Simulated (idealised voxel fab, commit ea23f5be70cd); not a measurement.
The process module presented herein is designated voxel quadruple lines.
This is section cut - it's 140 nm across, gridded in 5 nm square cells.
For the purposes of this document, a cross-section shall be understood as a grid of square cells, specified as bands listed in top-to-bottom order, each band consisting of one or more rows of cells.
The entry gives the band's vertical extent as a top height and a bottom height in nm, then its horizontal make-up as materials from left to right, each with a width in nm. "empty" stands for empty space; a single material marked "full width" fills the band edge to edge.
A quick word on heights: they are counted from 0, and under that level the wafer as it came to us is one material throughout. The lowest band is different from the rest in having no bottom; it simply continues downward, written as in "0..down".
Think of "30->40" as a width that walks from the first number to the second as you go down the band, top row to bottom row, taking equal-sized steps from row to row.
"nothing got changed" for a step: no cell of the cross-section changed in that step.
For the entry "Encapsulated voids", the listed items are empty spaces with no open way to the top whose size is 8 cells or more; each item follows the pattern width x height at distance, where distance is from the left edge and all three are in nm.
Past the settings on a step's line: simulator remark, on that step.
What "overlay nm" on a step's line means: if the step has a mask, that mask lay this far to the right of its planned place, or, when the value is negative, to the left.
Set out below are the planned steps of the process
- 1: RECEIVE, material Si
- 2: CONFORMAL_DEP, material SiO2, thk nm 10
- 3: DIRECTIONAL_DEP, material Ru, thk nm 10
- 4: DIRECTIONAL_DEP, material polySi, thk nm 20
- 5: DIRECTIONAL_DEP, material aC, thk nm 20
- 6: PATTERN, tone cover, mask id MANDREL, material resist, width nm 35, thk nm 25, overlay nm 0
- 7: DIRECTIONAL_ETCH, etch materials aC, depth nm 20
- 8: STRIP, etch materials resist
- 9: CONFORMAL_DEP, material SiO2, thk nm 15
- 10: DIRECTIONAL_ETCH, etch materials SiO2, depth nm 15
- 11: STRIP, etch materials aC
- 12: DIRECTIONAL_ETCH, etch materials polySi, depth nm 20
- 13: STRIP, etch materials SiO2
- 14: CONFORMAL_DEP, material SiN, thk nm 10
- 15: DIRECTIONAL_ETCH, etch materials SiN, depth nm 10
- 16: STRIP, etch materials polySi
- 17: DIRECTIONAL_ETCH, etch materials Ru, depth nm 10
- 18: STRIP, etch materials SiN
As received, after step 1
    0..down: Si full width
    Encapsulated voids: none
Wafer cross-section at module end: first of two, run to plan
    20..10: 25 empty, then 10 Ru, then 15 empty, then 10 Ru, then 15 empty, then 10 Ru, then 15 empty, then 10 Ru, then 30 empty
    10..0: SiO2 full width
    0..down: Si full width
    Encapsulated voids: none
This cross-section belongs to the second wafer of two at the end of the module; the start and the plan were shared with the first, and the run included one mistake
    30..10: polySi full width
    10..0: SiO2 full width
    0..down: Si full width
    Encapsulated voids: none
So what did we get wrong on this run? steps 3 and 4 traded places in the executed sequence
at the end the second wafer has, in cells: Ru -16, polySi +112
